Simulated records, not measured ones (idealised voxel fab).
Herein follows the process module entitled voxel transistor to metal.
FYI the section here is cut, 180 nm wide, cells are 5 nm squares.
For the purposes of this document, a cross-section shall be understood as a grid of square cells, specified as bands listed in top-to-bottom order, each band consisting of one or more rows of cells. A band entry consists of two parts. The first gives the height of the band's top and the height of its bottom, in nm. The rest lists the band's materials from left to right, each with its width in nm. A single material labelled with the word "full width" fills the band from edge to edge, and the word "empty" marks empty space. A quick word on heights: they are counted from 0, and under that level the wafer as it came to us is one material throughout. The lowest band is different from the rest in having no bottom; it simply continues downward, written as in "0 -> down". With a width like "30..40", each row of cells in the band differs from the next by the same amount, the top row carrying the first number and the bottom row the second. Given "identical to before" for a step, no cell of the cross-section differs between before and after that step. "Sealed internal voids" specifies each empty space that is not open to the top and that occupies no fewer than 8 cells, using the form width x height at distance, the distance measured from the left edge and all three quantities in nm. Heads up: the bit after the settings on a step's line is the simulator's remark on that step. The line of a step may include "overlay nm". On a step with a mask, this value is how far to the right of its planned place the mask lay. A negative value means the mask lay to the left.
So here's the lineup of process steps we planned:
1. op RECEIVE | material Si
2. op OXIDIZE | depth nm 5
3. op CONFORMAL_DEP | material SiN | thk nm 15
4. op DIRECTIONAL_DEP | material aC | thk nm 15
5. op PATTERN | tone cover | mask id ACTIVE | material resist | width nm 95 | thk nm 35 | overlay nm 0
6. op DIRECTIONAL_ETCH | etch materials aC | depth nm 15
7. op STRIP | etch materials resist
8. op DIRECTIONAL_ETCH | etch materials SiN | depth nm 15
9. op DIRECTIONAL_ETCH | etch materials SiO2 | depth nm 5
10. op DIRECTIONAL_ETCH | etch materials Si | depth nm 20
11. op STRIP | etch materials aC
12. op OXIDIZE | depth nm 5
13. op FILL_DEP | material SiO2 | thk nm 15
14. op CMP | height nm 15
15. op SELECTIVE_ETCH | etch materials SiO2 | depth nm 5
16. op STRIP | etch materials SiN
17. op SELECTIVE_ETCH | etch materials SiO2 | depth nm 5
18. op OXIDIZE | depth nm 5
19. op DIRECTIONAL_DEP | material polySi | thk nm 20
20. op DIRECTIONAL_DEP | material SiCN | thk nm 15
21. op DIRECTIONAL_DEP | material aC | thk nm 10
22. op PATTERN | tone cover | mask id GATE | material resist | width nm 15 | thk nm 30 | overlay nm 0
23. op DIRECTIONAL_ETCH | etch materials aC | depth nm 10
24. op STRIP | etch materials resist
25. op DIRECTIONAL_ETCH | etch materials SiCN | depth nm 25
26. op DIRECTIONAL_ETCH | etch materials polySi | depth nm 30
27. op STRIP | etch materials aC
28. op CONFORMAL_DEP | material SiO2 | thk nm 5
29. op DIRECTIONAL_ETCH | etch materials SiO2 | depth nm 5
30. op CONFORMAL_DEP | material SiN | thk nm 5
31. op DIRECTIONAL_ETCH | etch materials SiN | depth nm 5
32. op DIRECTIONAL_ETCH | etch materials SiO2 | depth nm 5
33. op DIRECTIONAL_ETCH | etch materials Si | depth nm 10
34. op EPI | material SiGe | thk nm 10
35. op FILL_DEP | material SiO2 | thk nm 10
36. op CMP | height nm 30
37. op DIRECTIONAL_DEP | material SiO2 | thk nm 10
38. op DIRECTIONAL_DEP | material aC | thk nm 10
39. op PATTERN | tone open | mask id CONTACT | material resist | width nm 30 | pitch nm 55 | thk nm 25 | overlay nm 0
40. op DIRECTIONAL_ETCH | etch materials aC | depth nm 10
41. op STRIP | etch materials resist
42. op DIRECTIONAL_ETCH | etch materials SiO2 | depth nm 50
43. op STRIP | etch materials aC
44. op CONFORMAL_DEP | material TiN | thk nm 5
45. op FILL_DEP | material Ru | thk nm 10
46. op CMP | height nm 40
47. op CONFORMAL_DEP | material SiN | thk nm 5
48. op DIRECTIONAL_DEP | material lowk | thk nm 20
49. op PATTERN | tone open | mask id METAL_1 | material resist | width nm 15 | pitch nm 70 | thk nm 20 | overlay nm 0
50. op DIRECTIONAL_ETCH | etch materials lowk | depth nm 20
51. op DIRECTIONAL_ETCH | etch materials SiN | depth nm 5
52. op STRIP | etch materials resist
53. op CONFORMAL_DEP | material TiN | thk nm 5
54. op FILL_DEP | material Ru | thk nm 5
55. op CMP | height nm 65
56. op EPI | material Ru | thk nm 5
57. op FILL_DEP | material SiCN | thk nm 5
58. op DIRECTIONAL_DEP | material lowk | thk nm 30
59. op DIRECTIONAL_DEP | material aC | thk nm 15
60. op PATTERN | tone open | mask id METAL_2 | material resist | width nm 15 | pitch nm 70 | thk nm 35 | overlay nm 0
61. op DIRECTIONAL_ETCH | etch materials aC | depth nm 15
62. op STRIP | etch materials resist
63. op DIRECTIONAL_ETCH | etch materials lowk | depth nm 15
64. op STRIP | etch materials aC
65. op DIRECTIONAL_DEP | material aC | thk nm 10
66. op PATTERN | tone open | mask id METAL_2_HOLES | material resist | width nm 15 | pitch nm 70 | thk nm 30 | overlay nm 0
67. op DIRECTIONAL_ETCH | etch materials aC | depth nm 10
68. op STRIP | etch materials resist
69. op DIRECTIONAL_ETCH | etch materials lowk | depth nm 15
70. op DIRECTIONAL_ETCH | etch materials SiCN | depth nm 5
71. op STRIP | etch materials aC
72. op CONFORMAL_DEP | material TiN | thk nm 5
73. op FILL_DEP | material Cu | thk nm 5
74. op CMP | height nm 105
75. op CONFORMAL_DEP | material SiCN | thk nm 5
Cross-section of the incoming wafer, state after step 1:
0 -> down  Si full width
Sealed internal voids: none
Cross-section, first of two wafers, end of module, run as planned:
110 -> 105  SiCN full width
105 -> 75  lowk: 45  TiN: 5  Cu: 5  TiN: 5  lowk: 55  TiN: 5  Cu: 5  TiN: 5  lowk: 50
75 -> 70  SiCN: 45  TiN: 15  SiCN: 55  TiN: 15  SiCN: 50
70 -> 65  SiCN: 40  Ru: 25  SiCN: 45  Ru: 25  SiCN: 45
65 -> 45  lowk: 45  TiN: 5  Ru: 5  TiN: 5  lowk: 55  TiN: 5  Ru: 5  TiN: 5  lowk: 50
45 -> 40  SiN: 45  TiN: 15  SiN: 55  TiN: 15  SiN: 50
40 -> 30  SiO2: 45  TiN: 5  Ru: 20..15  TiN: 5..10  SiO2: 25  TiN: 5..10  Ru: 20..15  TiN: 5  SiO2: 50
30 -> 15  SiO2: 45  TiN: 5  Ru: 15  TiN: 5  SiN: 5  SiO2: 5  SiCN: 15  SiO2: 5  SiN: 5  TiN: 5  Ru: 15  TiN: 5  SiO2: 50
15 -> 5  SiO2: 45  TiN: 5  Ru: 15  TiN: 5  SiN: 5  SiO2: 5  polySi: 15  SiO2: 5  SiN: 5  TiN: 5  Ru: 15  TiN: 5  SiO2: 50
5 -> 0  SiO2: 40  SiN: 5  TiN: 5  Ru: 5  TiN: 15  SiN: 5  SiO2: 5  polySi: 15  SiO2: 5  SiN: 5  TiN: 15  Ru: 5  TiN: 5  SiN: 5  SiO2: 45
0 -> -5  SiO2: 40  SiN: 5  TiN: 5  Ru: 5  TiN: 5  SiGe: 10  SiN: 5  SiO2: 5  polySi: 15  SiO2: 5  SiN: 5  SiGe: 10  TiN: 5  Ru: 5  TiN: 5  SiN: 5  SiO2: 45
-5 -> -10  SiO2: 45  TiN: 15  SiGe: 10  SiO2: 35  SiGe: 10  TiN: 15  SiO2: 50
-10 -> -20  SiO2: 45  SiGe: 25  Si: 35  SiGe: 25  SiO2: 50
-20 -> -30  SiO2: 45  Si: 85  SiO2: 50
-30 -> down  Si full width
Sealed internal voids: none
Second wafer at the end: like start, like plan, one mistake:
110 -> 105  SiCN full width
105 -> 75  lowk: 45  TiN: 5  Cu: 5  TiN: 5  lowk: 55  TiN: 5  Cu: 5  TiN: 5  lowk: 50
75 -> 70  SiCN: 45  TiN: 15  SiCN: 55  TiN: 15  SiCN: 50
70 -> 65  SiCN: 40  Ru: 25  SiCN: 45  Ru: 25  SiCN: 45
65 -> 45  lowk: 45  TiN: 5  Ru: 5  TiN: 5  lowk: 55  TiN: 5  Ru: 5  TiN: 5  lowk: 50
45 -> 40  SiN: 45  TiN: 15  SiN: 55  TiN: 15  SiN: 50
40 -> 30  SiO2: 45  TiN: 5  Ru: 20..15  TiN: 5..10  SiO2: 25  TiN: 5..10  Ru: 20..15  TiN: 5  SiO2: 50
30 -> 25  SiCN: 35  SiO2: 5  SiN: 5  TiN: 5  Ru: 15  TiN: 5  SiN: 5  SiO2: 5  SiCN: 15  SiO2: 5  SiN: 5  TiN: 5  Ru: 15  TiN: 5  SiN: 5  SiO2: 5  SiCN: 40
25 -> 20  polySi: 35  SiO2: 5  SiN: 5  TiN: 25  SiN: 5  SiO2: 5  SiCN: 15  SiO2: 5  SiN: 5  TiN: 25  SiN: 5  SiO2: 5  polySi: 40
20 -> 15  polySi: 35  SiCN: 105  polySi: 40
15 -> 5  polySi full width
5 -> -5  SiO2: 35  polySi: 105  SiO2: 40
-5 -> -10  SiO2 full width
-10 -> -30  SiO2: 45  Si: 85  SiO2: 50
-30 -> down  Si full width
Sealed internal voids: none
It is concluded that the wafer was processed incorrectly with respect to the plan, in that heads up, step 20 of the plan got done twice
Looking at both finished wafers in cells, the second ends up ahead of or behind the first on some materials: 28 fewer of Ru | 20 more of Si | 33 more of SiCN | 28 fewer of SiGe | 10 fewer of SiN | 95 fewer of SiO2 | 24 fewer of TiN | 132 more of polySi
